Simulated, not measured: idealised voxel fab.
Documented hereafter: the process module known as voxel capacitor over wiring.
Shown is cross-section cut, with a width of 210 nm and square cells of size 5 nm.
A cross-section is a grid of square cells, given in bands from the top down. A band is one or more rows of cells. Top height, bottom height, nm. Materials left to right, width each, nm. Single material + "throughout" = fills band edge to edge. "empty" = empty. Counting heights begins at 0, where everything beneath is, in the wafer as received, one material. The lowest band has no bottom; it goes on downwards, as "0 -> down" shows. Per-row width for "30 to 40": begins at first number (top row of band), ends at second number (bottom row), increment between rows held constant. Key: "left unchanged" - step with no changed cell in the cross-section. The entry titled "Closed void list" provides the empty spaces that have no open way to the top, restricted to those of 8 cells or more. Each is presented as width x height at distance, the distance being measured from the left edge, with all three in nm. Anything after a step's settings on that line? It's the simulator's own note about the step. You can add "overlay nm" to a step's line. For a step with a mask, it describes how far the mask lay to the right of its planned position, and a negative number describes a lay to the left.

# Steps in the process plan
- 1: RECEIVE,material Si
- 2: CONFORMAL_DEP,material SiO2,thk nm 15
- 3: DIRECTIONAL_DEP,material TiN,thk nm 5
- 4: DIRECTIONAL_DEP,material W,thk nm 20
- 5: PATTERN,tone cover,mask id METAL_1,material resist,width nm 25,pitch nm 85,thk nm 15,overlay nm 0
- 6: DIRECTIONAL_ETCH,etch materials W,depth nm 20
- 7: DIRECTIONAL_ETCH,etch materials TiN,depth nm 5
- 8: STRIP,etch materials resist
- 9: CONFORMAL_DEP,material SiN,thk nm 5
- 10: FILL_DEP,material lowk,thk nm 5
- 11: CMP,height nm 40
- 12: CONFORMAL_DEP,material SiCN,thk nm 5
- 13: DIRECTIONAL_DEP,material lowk,thk nm 15
- 14: DIRECTIONAL_DEP,material aC,thk nm 15
- 15: PATTERN,tone open,mask id PLUG_1,material resist,width nm 15,thk nm 30,overlay nm 0
- 16: DIRECTIONAL_ETCH,etch materials aC,depth nm 15
- 17: STRIP,etch materials resist
- 18: DIRECTIONAL_ETCH,etch materials lowk,depth nm 15
- 19: DIRECTIONAL_ETCH,etch materials SiCN,depth nm 5
- 20: STRIP,etch materials aC
- 21: EPI,material Ru,thk nm 10
- 22: EPI,material Ru,thk nm 10
- 23: DIRECTIONAL_DEP,material TiN,thk nm 10
- 24: DIRECTIONAL_DEP,material SiN,thk nm 5
- 25: DIRECTIONAL_DEP,material TiN,thk nm 5
- 26: PATTERN,tone cover,mask id UPPER_PLATE,material resist,width nm 65,thk nm 15,overlay nm 0
- 27: DIRECTIONAL_ETCH,etch materials TiN,depth nm 5
- 28: DIRECTIONAL_ETCH,etch materials SiN,depth nm 5
- 29: STRIP,etch materials resist
- 30: PATTERN,tone cover,mask id LOWER_PLATE,material resist,width nm 75,thk nm 20,overlay nm 0
- 31: DIRECTIONAL_ETCH,etch materials TiN,depth nm 10
- 32: STRIP,etch materials resist
- 33: FILL_DEP,material SiO2,thk nm 15
- 34: CMP,height nm 90
- 35: DIRECTIONAL_DEP,material aC,thk nm 10
- 36: PATTERN,tone open,mask id PLUG_2,material resist,width nm 15,thk nm 30,overlay nm 0
- 37: DIRECTIONAL_ETCH,etch materials aC,depth nm 10
- 38: STRIP,etch materials resist
- 39: DIRECTIONAL_ETCH,etch materials SiO2,depth nm 10
- 40: STRIP,etch materials aC
- 41: CONFORMAL_DEP,material TiN,thk nm 5
- 42: FILL_DEP,material Ru,thk nm 10
- 43: CMP,height nm 90
- 44: CONFORMAL_DEP,material SiCN,thk nm 5

# On the first of the two wafers: run conducted according to plan

# As-received state of the wafer in cross-section, equivalent to post-step 1
    0 -> down = Si throughout
    Closed void list: none

# You're looking at a cross-section of the wafer after step 2
    15 -> 0 = SiO2 throughout
    Under 0: no change, same as before.

# You're looking at a cross-section of the wafer after step 3
    20 -> 15 = TiN throughout
    Under 15: no change, same as before.

# You're looking at a cross-section of the wafer after step 4
    40 -> 20 = W throughout
    Under 20: no change, same as before.

# You're looking at a cross-section of the wafer after step 5
    55 -> 40 = empty 50 nm | resist 25 nm | empty 60 nm | resist 25 nm | empty 50 nm
    Under 40: no change, same as before.

# You're looking at a cross-section of the wafer after step 6
    55 -> 40 = empty 50 nm | resist 25 nm | empty 60 nm | resist 25 nm | empty 50 nm
    40 -> 20 = empty 50 nm | W 25 nm | empty 60 nm | W 25 nm | empty 50 nm
    Under 20: no change, same as before.

# You're looking at a cross-section of the wafer after step 7
    55 -> 40 = empty 50 nm | resist 25 nm | empty 60 nm | resist 25 nm | empty 50 nm
    40 -> 20 = empty 50 nm | W 25 nm | empty 60 nm | W 25 nm | empty 50 nm
    20 -> 15 = empty 50 nm | TiN 25 nm | empty 60 nm | TiN 25 nm | empty 50 nm
    Under 15: no change, same as before.

# You're looking at a cross-section of the wafer after step 8
    40 -> 20 = empty 50 nm | W 25 nm | empty 60 nm | W 25 nm | empty 50 nm
    Under 20: no change, same as before.

# You're looking at a cross-section of the wafer after step 9
    45 -> 40 = empty 45 nm | SiN 35 nm | empty 50 nm | SiN 35 nm | empty 45 nm
    40 -> 20 = empty 45 nm | SiN 5 nm | W 25 nm | SiN 5 nm | empty 50 nm | SiN 5 nm | W 25 nm | SiN 5 nm | empty 45 nm
    20 -> 15 = SiN 50 nm | TiN 25 nm | SiN 60 nm | TiN 25 nm | SiN 50 nm
    Under 15: no change, same as before.

# You're looking at a cross-section of the wafer after step 10
    50 -> 45 = lowk throughout
    45 -> 40 = lowk 45 nm | SiN 35 nm | lowk 50 nm | SiN 35 nm | lowk 45 nm
    40 -> 20 = lowk 45 nm | SiN 5 nm | W 25 nm | SiN 5 nm | lowk 50 nm | SiN 5 nm | W 25 nm | SiN 5 nm | lowk 45 nm
    Under 20: no change, same as before.

# You're looking at a cross-section of the wafer after step 11
    40 -> 20 = lowk 45 nm | SiN 5 nm | W 25 nm | SiN 5 nm | lowk 50 nm | SiN 5 nm | W 25 nm | SiN 5 nm | lowk 45 nm
    Under 20: no change, same as before.

# You're looking at a cross-section of the wafer after step 12
    45 -> 40 = SiCN throughout
    Under 40: no change, same as before.

# You're looking at a cross-section of the wafer after step 13
    60 -> 45 = lowk throughout
    Under 45: no change, same as before.

# You're looking at a cross-section of the wafer after step 14
    75 -> 60 = aC throughout
    Under 60: no change, same as before.

# You're looking at a cross-section of the wafer after step 15
    105 -> 75 = resist 60 nm | empty 15 nm | resist 135 nm
    Under 75: no change, same as before.

# You're looking at a cross-section of the wafer after step 16
    90 -> 75 = resist 60 nm | empty 15 nm | resist 135 nm
    75 -> 60 = aC 60 nm | empty 15 nm | aC 135 nm
    Under 60: no change, same as before.

# You're looking at a cross-section of the wafer after step 17
    75 -> 60 = aC 60 nm | empty 15 nm | aC 135 nm
    Under 60: no change, same as before.

# You're looking at a cross-section of the wafer after step 18
    75 -> 60 = aC 60 nm | empty 15 nm | aC 135 nm
    60 -> 45 = lowk 60 nm | empty 15 nm | lowk 135 nm
    Under 45: no change, same as before.

# You're looking at a cross-section of the wafer after step 19
    75 -> 60 = aC 60 nm | empty 15 nm | aC 135 nm
    60 -> 45 = lowk 60 nm | empty 15 nm | lowk 135 nm
    45 -> 40 = SiCN 60 nm | empty 15 nm | SiCN 135 nm
    Under 40: no change, same as before.

# You're looking at a cross-section of the wafer after step 20
    60 -> 45 = lowk 60 nm | empty 15 nm | lowk 135 nm
    Under 45: no change, same as before.

# You're looking at a cross-section of the wafer after step 21
    60 -> 50 = lowk 60 nm | empty 15 nm | lowk 135 nm
    50 -> 45 = lowk 60 nm | Ru 15 nm | lowk 135 nm
    45 -> 40 = SiCN 60 nm | Ru 15 nm | SiCN 135 nm
    Under 40: no change, same as before.

# You're looking at a cross-section of the wafer after step 22
    60 -> 45 = lowk 60 nm | Ru 15 nm | lowk 135 nm
    Under 45: no change, same as before.

# You're looking at a cross-section of the wafer after step 23
    70 -> 60 = TiN throughout
    Under 60: no change, same as before.

# You're looking at a cross-section of the wafer after step 24
    75 -> 70 = SiN throughout
    Under 70: no change, same as before.

# You're looking at a cross-section of the wafer after step 25
    80 -> 75 = TiN throughout
    Under 75: no change, same as before.

# You're looking at a cross-section of the wafer after step 26
    95 -> 80 = empty 60 nm | resist 65 nm | empty 85 nm
    Under 80: no change, same as before.

# You're looking at a cross-section of the wafer after step 27
    95 -> 80 = empty 60 nm | resist 65 nm | empty 85 nm
    80 -> 75 = empty 60 nm | TiN 65 nm | empty 85 nm
    Under 75: no change, same as before.

# You're looking at a cross-section of the wafer after step 28
    95 -> 80 = empty 60 nm | resist 65 nm | empty 85 nm
    80 -> 75 = empty 60 nm | TiN 65 nm | empty 85 nm
    75 -> 70 = empty 60 nm | SiN 65 nm | empty 85 nm
    Under 70: no change, same as before.

# You're looking at a cross-section of the wafer after step 29
    80 -> 75 = empty 60 nm | TiN 65 nm | empty 85 nm
    Under 75: no change, same as before.

# You're looking at a cross-section of the wafer after step 30
    100 -> 80 = empty 55 nm | resist 75 nm | empty 80 nm
    80 -> 75 = empty 55 nm | resist 5 nm | TiN 65 nm | resist 5 nm | empty 80 nm
    75 -> 70 = empty 55 nm | resist 5 nm | SiN 65 nm | resist 5 nm | empty 80 nm
    Under 70: no change, same as before.

# You're looking at a cross-section of the wafer after step 31
    100 -> 80 = empty 55 nm | resist 75 nm | empty 80 nm
    80 -> 75 = empty 55 nm | resist 5 nm | TiN 65 nm | resist 5 nm | empty 80 nm
    75 -> 70 = empty 55 nm | resist 5 nm | SiN 65 nm | resist 5 nm | empty 80 nm
    70 -> 60 = empty 55 nm | TiN 75 nm | empty 80 nm
    Under 60: no change, same as before.

# You're looking at a cross-section of the wafer after step 32
    80 -> 75 = empty 60 nm | TiN 65 nm | empty 85 nm
    75 -> 70 = empty 60 nm | SiN 65 nm | empty 85 nm
    Under 70: no change, same as before.

# You're looking at a cross-section of the wafer after step 33
    95 -> 80 = SiO2 throughout
    80 -> 75 = SiO2 60 nm | TiN 65 nm | SiO2 85 nm
    75 -> 70 = SiO2 60 nm | SiN 65 nm | SiO2 85 nm
    70 -> 60 = SiO2 55 nm | TiN 75 nm | SiO2 80 nm
    Under 60: no change, same as before.

# You're looking at a cross-section of the wafer after step 34
    90 -> 80 = SiO2 throughout
    Under 80: no change, same as before.

# You're looking at a cross-section of the wafer after step 35
    100 -> 90 = aC throughout
    Under 90: no change, same as before.

# You're looking at a cross-section of the wafer after step 36
    130 -> 100 = resist 70 nm | empty 15 nm | resist 125 nm
    Under 100: no change, same as before.

# You're looking at a cross-section of the wafer after step 37
    120 -> 100 = resist 70 nm | empty 15 nm | resist 125 nm
    100 -> 90 = aC 70 nm | empty 15 nm | aC 125 nm
    Under 90: no change, same as before.

# You're looking at a cross-section of the wafer after step 38
    100 -> 90 = aC 70 nm | empty 15 nm | aC 125 nm
    Under 90: no change, same as before.

# You're looking at a cross-section of the wafer after step 39
    100 -> 90 = aC 70 nm | empty 15 nm | aC 125 nm
    90 -> 80 = SiO2 70 nm | empty 15 nm | SiO2 125 nm
    Under 80: no change, same as before.

# You're looking at a cross-section of the wafer after step 40
    90 -> 80 = SiO2 70 nm | empty 15 nm | SiO2 125 nm
    Under 80: no change, same as before.

# You're looking at a cross-section of the wafer after step 41
    95 -> 90 = TiN 75 nm | empty 5 nm | TiN 130 nm
    90 -> 85 = SiO2 70 nm | TiN 5 nm | empty 5 nm | TiN 5 nm | SiO2 125 nm
    85 -> 75 = SiO2 70 to 60 nm | TiN 15 to 65 nm | SiO2 125 to 85 nm
    Under 75: no change, same as before.

# You're looking at a cross-section of the wafer after step 42
    105 -> 95 = Ru throughout
    95 -> 90 = TiN 75 nm | Ru 5 nm | TiN 130 nm
    90 -> 85 = SiO2 70 nm | TiN 5 nm | Ru 5 nm | TiN 5 nm | SiO2 125 nm
    Under 85: no change, same as before.

# You're looking at a cross-section of the wafer after step 43
    90 -> 85 = SiO2 70 nm | TiN 5 nm | Ru 5 nm | TiN 5 nm | SiO2 125 nm
    Under 85: no change, same as before.

# You're looking at a cross-section of the wafer after step 44
    95 -> 90 = SiCN throughout
    Under 90: no change, same as before.

# Companion wafer, the second of two: same beginning, same intended sequence, one mistake in carrying it out; through step 29 inclusive it tracks the first exactly

# X-section, second wafer, when step 30 was due to finish
    100 -> 80 = empty 60 nm | resist 65 nm | empty 85 nm
    Under 80: no change, same as before.

# X-section, second wafer, when step 31 was due to finish
    100 -> 80 = empty 60 nm | resist 65 nm | empty 85 nm
    80 -> 75 = empty 60 nm | TiN 65 nm | empty 85 nm
    75 -> 70 = empty 60 nm | SiN 65 nm | empty 85 nm
    70 -> 60 = empty 60 nm | TiN 65 nm | empty 85 nm
    Under 60: no change, same as before.

# X-section, second wafer, when step 32 was due to finish
    80 -> 75 = empty 60 nm | TiN 65 nm | empty 85 nm
    Under 75: no change, same as before.

# X-section, second wafer, when step 33 was due to finish
    95 -> 80 = SiO2 throughout
    80 -> 75 = SiO2 60 nm | TiN 65 nm | SiO2 85 nm
    75 -> 70 = SiO2 60 nm | SiN 65 nm | SiO2 85 nm
    70 -> 60 = SiO2 60 nm | TiN 65 nm | SiO2 85 nm
    Under 60: no change, same as before.

# X-section, second wafer, when step 34 was due to finish
    90 -> 80 = SiO2 throughout
    Under 80: no change, same as before.

# X-section, second wafer, when step 35 was due to finish
    100 -> 90 = aC throughout
    Under 90: no change, same as before.

# X-section, second wafer, when step 36 was due to finish
    130 -> 100 = resist 70 nm | empty 15 nm | resist 125 nm
    Under 100: no change, same as before.

# X-section, second wafer, when step 37 was due to finish
    120 -> 100 = resist 70 nm | empty 15 nm | resist 125 nm
    100 -> 90 = aC 70 nm | empty 15 nm | aC 125 nm
    Under 90: no change, same as before.

# X-section, second wafer, when step 38 was due to finish
    100 -> 90 = aC 70 nm | empty 15 nm | aC 125 nm
    Under 90: no change, same as before.

# X-section, second wafer, when step 39 was due to finish
    100 -> 90 = aC 70 nm | empty 15 nm | aC 125 nm
    90 -> 80 = SiO2 70 nm | empty 15 nm | SiO2 125 nm
    Under 80: no change, same as before.

# X-section, second wafer, when step 40 was due to finish
    90 -> 80 = SiO2 70 nm | empty 15 nm | SiO2 125 nm
    Under 80: no change, same as before.

# X-section, second wafer, when step 41 was due to finish
    95 -> 90 = TiN 75 nm | empty 5 nm | TiN 130 nm
    90 -> 85 = SiO2 70 nm | TiN 5 nm | empty 5 nm | TiN 5 nm | SiO2 125 nm
    85 -> 75 = SiO2 70 to 60 nm | TiN 15 to 65 nm | SiO2 125 to 85 nm
    Under 75: no change, same as before.

# X-section, second wafer, when step 42 was due to finish
    105 -> 95 = Ru throughout
    95 -> 90 = TiN 75 nm | Ru 5 nm | TiN 130 nm
    90 -> 85 = SiO2 70 nm | TiN 5 nm | Ru 5 nm | TiN 5 nm | SiO2 125 nm
    Under 85: no change, same as before.

# X-section, second wafer, when step 43 was due to finish
    90 -> 85 = SiO2 70 nm | TiN 5 nm | Ru 5 nm | TiN 5 nm | SiO2 125 nm
    Under 85: no change, same as before.

# X-section, second wafer, when step 44 was due to finish
    95 -> 90 = SiCN throughout
    Under 90: no change, same as before.
what went wrong: not per plan at step 30, really ran PATTERN,tone cover,mask id LOWER_PLATE,material resist,width nm 65,thk nm 20,overlay nm 0
Once processing is complete, comparing cell counts shows that the second wafer has more or fewer of certain materials than the first: SiO2 +4; TiN -4
